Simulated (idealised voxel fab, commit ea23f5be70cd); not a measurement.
voxel trench capacitor: a process module
Section cut is 245 nm wide and gridded with 5 nm square cells.
When this document writes out a cross-section, it uses a grid of square cells and lists it as bands, beginning at the top and moving down, with a band standing for one or more rows of cells. The band entry comprises the height of the band's top followed by the height of its bottom, expressed in nm, and subsequently the band's materials from left to right, each stated together with its width in nm. Where a single material is marked with the word "full width", that material fills the band from edge to edge. The word "empty" represents empty space. It should be noted that heights are counted from 0, beneath which the wafer as supplied is of one material throughout, and that the lowest band possesses no lower boundary but continues downward, as written in "z 0 and below". A two-number width, for instance "30 to 40", indicates that the width is equal to the first number in the top row of the band and to the second number in the bottom row, and that it changes by a constant amount per row of cells. For the purposes of this document, the phrase "nothing different" attached to a step denotes that no cell within the cross-section was modified by that step. Reported under the label "Fully sealed cavities" are the empty spaces having no open way to the top and comprising 8 cells or more; the notation for each is width x height at distance, in which the distance is measured from the left edge and all three values are in nm. What comes after the settings on a step's line is commentary from the simulator itself on that step. overlay nm: how far to the right of its planned place the mask lay on this masked step (negative: to the left).
## The process steps that were planned are listed below
1 RECEIVE (material Si)
2 CONFORMAL_DEP (material SiN; thk nm 5)
3 PATTERN (tone open; mask id TRENCH; material resist; width nm 25; pitch nm 45; thk nm 20; overlay nm 0)
4 DIRECTIONAL_ETCH (etch materials SiN; depth nm 5)
5 DIRECTIONAL_ETCH (etch materials Si; depth nm 35)
6 STRIP (etch materials resist)
7 CONFORMAL_DEP (material HfO2; thk nm 5)
8 CONFORMAL_DEP (material TiN; thk nm 5)
9 FILL_DEP (material W; thk nm 5)
10 CMP (height nm 5)
## As-received wafer cross-section (after step 1)
- z 0 and below = Si full width
- Fully sealed cavities: none
## Cross-section, end of module. Start: as above. Plan: as above. Execution: one mistake
- z 5 to 0 = SiN: 65, then TiN: 5, then HfO2: 5, then W: 5, then HfO2: 5, then TiN: 5, then SiN: 20, then TiN: 5, then HfO2: 5, then W: 5, then HfO2: 5, then TiN: 5, then SiN: 20, then TiN: 5, then HfO2: 5, then W: 5, then HfO2: 5, then TiN: 5, then SiN: 65
- z 0 to -25 = Si: 65, then TiN: 5, then HfO2: 5, then W: 5, then HfO2: 5, then TiN: 5, then Si: 20, then TiN: 5, then HfO2: 5, then W: 5, then HfO2: 5, then TiN: 5, then Si: 20, then TiN: 5, then HfO2: 5, then W: 5, then HfO2: 5, then TiN: 5, then Si: 65
- z -25 to -30 = Si: 65, then TiN: 5, then HfO2: 15, then TiN: 5, then Si: 20, then TiN: 5, then HfO2: 15, then TiN: 5, then Si: 20, then TiN: 5, then HfO2: 15, then TiN: 5, then Si: 65
- z -30 to -35 = Si: 65, then TiN: 25, then Si: 20, then TiN: 25, then Si: 20, then TiN: 25, then Si: 65
- z -35 and below = Si full width
- Fully sealed cavities: none
what went wrong: a sequencing error occurred in which plan steps 7 and 8 were transposed
